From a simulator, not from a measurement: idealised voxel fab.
process module | voxel lift off
cross-section cut | 195 nm wide | cells 5 nm
A cross-section is a grid of square cells, given in bands from the top down. A band is one or more rows of cells.
Each band's line starts with the height of the band's top and of its bottom, in nm. Then come its materials from left to right, each with its width in nm. One material with "throughout" fills the band from edge to edge. "air" is empty space.
Height 0 is the level under which the wafer as received is all one material. The lowest band goes on downwards, as in "0 down".
A width such as "30 to 40" changes by the same amount from each row of cells to the next, from the band's top row to its bottom row.
"no change" after a step means that no cell of the cross-section changed.
closed voids: empty space of 8 cells or more with no open way to the top, each as width x height at its distance from the left edge, in nm
after a step's settings: what the simulator itself notes on the step
overlay nm, on a step with a mask: how far to the right of its planned place the mask lay; to the left if negative
plan
1 op RECEIVE | material Si
2 op CONFORMAL_DEP | material Al2O3 | thk nm 5
3 op PATTERN | tone open | mask id LINES | material resist | width nm 25 | pitch nm 50 | thk nm 30 | overlay nm -15
4 op DIRECTIONAL_DEP | material Ru | thk nm 15
5 op STRIP | etch materials resist
6 op CONFORMAL_DEP | material SiN | thk nm 10
varied across the wafers: overlay nm of step 3. The plan shows the first wafer's value. All wafers start alike
first wafer as received, after step 1
  0 down: Si throughout
  closed voids: none
each wafer at the end: cells of each material gained (+) or lost (-) since it was received, then its closed voids
overlay nm -15 | +39 Al2O3 | +45 Ru | +114 SiN | closed voids: none
overlay nm -10 | +39 Al2O3 | +45 Ru | +114 SiN | closed voids: none
overlay nm -5 | +39 Al2O3 | +45 Ru | +114 SiN | closed voids: none
overlay nm 0 | +39 Al2O3 | +45 Ru | +114 SiN | closed voids: none
overlay nm 5 | +39 Al2O3 | +45 Ru | +114 SiN | closed voids: none
overlay nm 10 | +39 Al2O3 | +45 Ru | +114 SiN | closed voids: none
overlay nm 15 | +39 Al2O3 | +45 Ru | +114 SiN | closed voids: none
